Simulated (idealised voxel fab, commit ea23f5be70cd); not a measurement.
process module | voxel ribs on slabs
cross-section cut | 140 nm wide | cells 5 nm
A cross-section is a grid of square cells, given in bands from the top down. A band is one or more rows of cells.
Each band's line starts with the height of the band's top and of its bottom, in nm. Then come its materials from left to right, each with its width in nm. One material with "throughout" fills the band from edge to edge. "air" is empty space.
Height 0 is the level under which the wafer as received is all one material. The lowest band goes on downwards, as in "0 down".
A width such as "30 to 40" changes by the same amount from each row of cells to the next, from the band's top row to its bottom row.
"no change" after a step means that no cell of the cross-section changed.
closed voids: empty space of 8 cells or more with no open way to the top, each as width x height at its distance from the left edge, in nm
after a step's settings: what the simulator itself notes on the step
overlay nm, on a step with a mask: how far to the right of its planned place the mask lay; to the left if negative
plan
1 op RECEIVE | material Si
2 op DIRECTIONAL_DEP | material SiO2 | thk nm 25
3 op DIRECTIONAL_DEP | material polySi | thk nm 15
4 op DIRECTIONAL_DEP | material aC | thk nm 10
5 op PATTERN | tone cover | mask id RIB | material resist | width nm 25 | thk nm 30 | overlay nm 0
6 op DIRECTIONAL_ETCH | etch materials aC | depth nm 10
7 op STRIP | etch materials resist
8 op DIRECTIONAL_ETCH | etch materials polySi | depth nm 10
9 op STRIP | etch materials aC
10 op DIRECTIONAL_DEP | material aC | thk nm 10
11 op PATTERN | tone cover | mask id SLAB | material resist | width nm 65 | thk nm 30 | overlay nm 0
12 op DIRECTIONAL_ETCH | etch materials aC | depth nm 10
13 op STRIP | etch materials resist
14 op DIRECTIONAL_ETCH | etch materials polySi | depth nm 5
15 op STRIP | etch materials aC
16 op FILL_DEP | material SiO2 | thk nm 25
17 op CMP | height nm 60
18 op DIRECTIONAL_DEP | material TiN | thk nm 10
19 op DIRECTIONAL_DEP | material aC | thk nm 10
20 op PATTERN | tone cover | mask id HEATER | material resist | width nm 35 | thk nm 25 | overlay nm 0
21 op DIRECTIONAL_ETCH | etch materials aC | depth nm 10
22 op STRIP | etch materials resist
23 op DIRECTIONAL_ETCH | etch materials TiN | depth nm 10
24 op STRIP | etch materials aC
25 op CONFORMAL_DEP | material SiO2 | thk nm 10
first wafer, as planned
as received, after step 1
  0 down: Si throughout
  closed voids: none
after step 2
  25 to 0: SiO2 throughout
  below 0: unchanged
after step 3
  40 to 25: polySi throughout
  below 25: unchanged
after step 4
  50 to 40: aC throughout
  below 40: unchanged
after step 5
  80 to 50: air 55 | resist 25 | air 60
  below 50: unchanged
after step 6
  70 to 50: air 55 | resist 25 | air 60
  50 to 40: air 55 | aC 25 | air 60
  below 40: unchanged
after step 7
  50 to 40: air 55 | aC 25 | air 60
  below 40: unchanged
after step 8
  50 to 40: air 55 | aC 25 | air 60
  40 to 30: air 55 | polySi 25 | air 60
  below 30: unchanged
after step 9
  40 to 30: air 55 | polySi 25 | air 60
  below 30: unchanged
after step 10
  50 to 40: air 55 | aC 25 | air 60
  40 to 30: aC 55 | polySi 25 | aC 60
  below 30: unchanged
after step 11
  80 to 50: air 35 | resist 65 | air 40
  50 to 40: air 35 | resist 20 | aC 25 | resist 20 | air 40
  below 40: unchanged
after step 12
  70 to 50: air 35 | resist 65 | air 40
  50 to 40: air 35 | resist 20 | aC 25 | resist 20 | air 40
  40 to 30: air 35 | aC 20 | polySi 25 | aC 20 | air 40
  below 30: unchanged
after step 13
  50 to 40: air 55 | aC 25 | air 60
  below 40: unchanged
after step 14
  50 to 40: air 55 | aC 25 | air 60
  40 to 30: air 35 | aC 20 | polySi 25 | aC 20 | air 40
  30 to 25: air 35 | polySi 65 | air 40
  below 25: unchanged
after step 15
  40 to 30: air 55 | polySi 25 | air 60
  below 30: unchanged
after step 16
  65 to 40: SiO2 throughout
  40 to 30: SiO2 55 | polySi 25 | SiO2 60
  30 to 25: SiO2 35 | polySi 65 | SiO2 40
  below 25: unchanged
after step 17
  60 to 40: SiO2 throughout
  below 40: unchanged
after step 18
  70 to 60: TiN throughout
  below 60: unchanged
after step 19
  80 to 70: aC throughout
  below 70: unchanged
after step 20
  105 to 80: air 50 | resist 35 | air 55
  below 80: unchanged
after step 21
  95 to 80: air 50 | resist 35 | air 55
  80 to 70: air 50 | aC 35 | air 55
  below 70: unchanged
after step 22
  80 to 70: air 50 | aC 35 | air 55
  below 70: unchanged
after step 23
  80 to 70: air 50 | aC 35 | air 55
  70 to 60: air 50 | TiN 35 | air 55
  below 60: unchanged
after step 24
  70 to 60: air 50 | TiN 35 | air 55
  below 60: unchanged
after step 25
  80 to 70: air 40 | SiO2 55 | air 45
  70 to 60: SiO2 50 | TiN 35 | SiO2 55
  below 60: unchanged
second wafer: like start, like plan, one mistake. Through step 2 it matches the first wafer
when step 3 should have ended
  55 to 25: polySi throughout
  below 25: unchanged
when step 4 should have ended
  65 to 55: aC throughout
  below 55: unchanged
when step 5 should have ended
  95 to 65: air 55 | resist 25 | air 60
  below 65: unchanged
when step 6 should have ended
  85 to 65: air 55 | resist 25 | air 60
  65 to 55: air 55 | aC 25 | air 60
  below 55: unchanged
when step 7 should have ended
  65 to 55: air 55 | aC 25 | air 60
  below 55: unchanged
when step 8 should have ended
  65 to 55: air 55 | aC 25 | air 60
  55 to 45: air 55 | polySi 25 | air 60
  below 45: unchanged
when step 9 should have ended
  55 to 45: air 55 | polySi 25 | air 60
  below 45: unchanged
when step 10 should have ended
  65 to 55: air 55 | aC 25 | air 60
  55 to 45: aC 55 | polySi 25 | aC 60
  below 45: unchanged
when step 11 should have ended
  95 to 65: air 35 | resist 65 | air 40
  65 to 55: air 35 | resist 20 | aC 25 | resist 20 | air 40
  below 55: unchanged
when step 12 should have ended
  85 to 65: air 35 | resist 65 | air 40
  65 to 55: air 35 | resist 20 | aC 25 | resist 20 | air 40
  55 to 45: air 35 | aC 20 | polySi 25 | aC 20 | air 40
  below 45: unchanged
when step 13 should have ended
  65 to 55: air 55 | aC 25 | air 60
  below 55: unchanged
when step 14 should have ended
  65 to 55: air 55 | aC 25 | air 60
  55 to 45: air 35 | aC 20 | polySi 25 | aC 20 | air 40
  45 to 40: air 35 | polySi 65 | air 40
  below 40: unchanged
when step 15 should have ended
  55 to 45: air 55 | polySi 25 | air 60
  below 45: unchanged
when step 16 should have ended
  80 to 55: SiO2 throughout
  55 to 45: SiO2 55 | polySi 25 | SiO2 60
  45 to 40: SiO2 35 | polySi 65 | SiO2 40
  below 40: unchanged
when step 17 should have ended
  60 to 55: SiO2 throughout
  below 55: unchanged
when step 18 should have ended
  70 to 60: TiN throughout
  below 60: unchanged
when step 19 should have ended
  80 to 70: aC throughout
  below 70: unchanged
when step 20 should have ended
  105 to 80: air 50 | resist 35 | air 55
  below 80: unchanged
when step 21 should have ended
  95 to 80: air 50 | resist 35 | air 55
  80 to 70: air 50 | aC 35 | air 55
  below 70: unchanged
when step 22 should have ended
  80 to 70: air 50 | aC 35 | air 55
  below 70: unchanged
when step 23 should have ended
  80 to 70: air 50 | aC 35 | air 55
  70 to 60: air 50 | TiN 35 | air 55
  below 60: unchanged
when step 24 should have ended
  70 to 60: air 50 | TiN 35 | air 55
  below 60: unchanged
when step 25 should have ended
  80 to 70: air 40 | SiO2 55 | air 45
  70 to 60: SiO2 50 | TiN 35 | SiO2 55
  below 60: unchanged
what went wrong: step 3 was run twice
at the end the second wafer has, in cells: 84 fewer of SiO2 | 84 more of polySi
